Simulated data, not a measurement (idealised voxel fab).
Module name: voxel ribs on slabs (process module)
Square cells of 5 nm make up the cross-section cut, whose width is 285 nm.
How to read a cross-section here: the picture is a grid of square cells, written as bands going from the top down, and any band can span one or more rows of cells. Band: top height; bottom height; in nm. Then, left to right: material with width in nm, for each material. "everywhere": a single material spanning edge to edge. "empty": empty space. It should be noted that heights are counted from 0, beneath which the wafer as supplied is of one material throughout, and that the lowest band possesses no lower boundary but continues downward, as written in "0 and below". It should be noted that a width expressed as "30 to 40" varies in equal increments from row to row of cells within the band, taking the value of the first number at the top row and that of the second number at the bottom row. Step note "nothing changed" = no cross-section cell changed. Entry "Closed void catalog" = empty spaces >= 8 cells with no open way to the top; each as width x height at distance, distance from left edge, all nm. Read whatever lies past the settings on a step's line as the simulator's own remark about the step. What "overlay nm" on a step's line means: if the step has a mask, that mask lay this far to the right of its planned place, or, when the value is negative, to the left.
**So here's the lineup of process steps we planned**
1,RECEIVE,material Si
2,DIRECTIONAL_DEP,material SiO2,thk nm 10
3,DIRECTIONAL_DEP,material polySi,thk nm 15
4,MASKED_ETCH,tone cover,mask id RIB,width nm 20,etch materials polySi,depth nm 5,overlay nm 0
5,DIRECTIONAL_DEP,material aC,thk nm 10
6,PATTERN,tone cover,mask id SLAB,material resist,width nm 50,thk nm 25,overlay nm 0
7,DIRECTIONAL_ETCH,etch materials aC,depth nm 10
8,STRIP,etch materials resist
9,DIRECTIONAL_ETCH,etch materials polySi,depth nm 10
10,STRIP,etch materials aC
11,FILL_DEP,material SiO2,thk nm 20
12,CMP,height nm 45
13,DIRECTIONAL_DEP,material TiN,thk nm 5
14,PATTERN,tone cover,mask id HEATER,material resist,width nm 30,thk nm 20,overlay nm 0
15,DIRECTIONAL_ETCH,etch materials TiN,depth nm 5
16,STRIP,etch materials resist
17,CONFORMAL_DEP,material SiO2,thk nm 10
varied across the wafers: thk nm of step 2. The plan shows the first wafer's value. All wafers start alike
**First of several wafers, received after step 1, in cross-section**
> 0 and below | Si everywhere
> Closed void catalog: none
**Module end state after final step 17: cross-section of the first of several wafers**
> 60 down to 55 | 115 empty  50 SiO2  120 empty
> 55 down to 50 | SiO2 everywhere
> 50 down to 45 | 125 SiO2  30 TiN  130 SiO2
> 45 down to 25 | SiO2 everywhere
> 25 down to 20 | 130 SiO2  20 polySi  135 SiO2
> 20 down to 10 | 115 SiO2  50 polySi  120 SiO2
> 10 down to 0 | SiO2 everywhere
> 0 and below | Si everywhere
> Closed void catalog: none
**Wafer cross-section (last wafer, module end)**
> 60 down to 55 | 115 empty  50 SiO2  120 empty
> 55 down to 50 | SiO2 everywhere
> 50 down to 45 | 125 SiO2  30 TiN  130 SiO2
> 45 down to 35 | 115 SiO2  50 polySi  120 SiO2
> 35 down to 0 | SiO2 everywhere
> 0 and below | Si everywhere
> Closed void catalog: none
**Take any row and you have a wafer at the end of the module: how many cells of each material it has gained (+) or lost (-) since it was received, and then its closed voids**
thk nm 10; +607 SiO2; +6 TiN; +24 polySi; Closed void catalog: none
thk nm 15; +607 SiO2; +6 TiN; +24 polySi; Closed void catalog: none
thk nm 20; +607 SiO2; +6 TiN; +24 polySi; Closed void catalog: none
thk nm 25; +607 SiO2; +6 TiN; +24 polySi; Closed void catalog: none
thk nm 30; +607 SiO2; +6 TiN; +24 polySi; Closed void catalog: none
thk nm 35; +611 SiO2; +6 TiN; +20 polySi; Closed void catalog: none
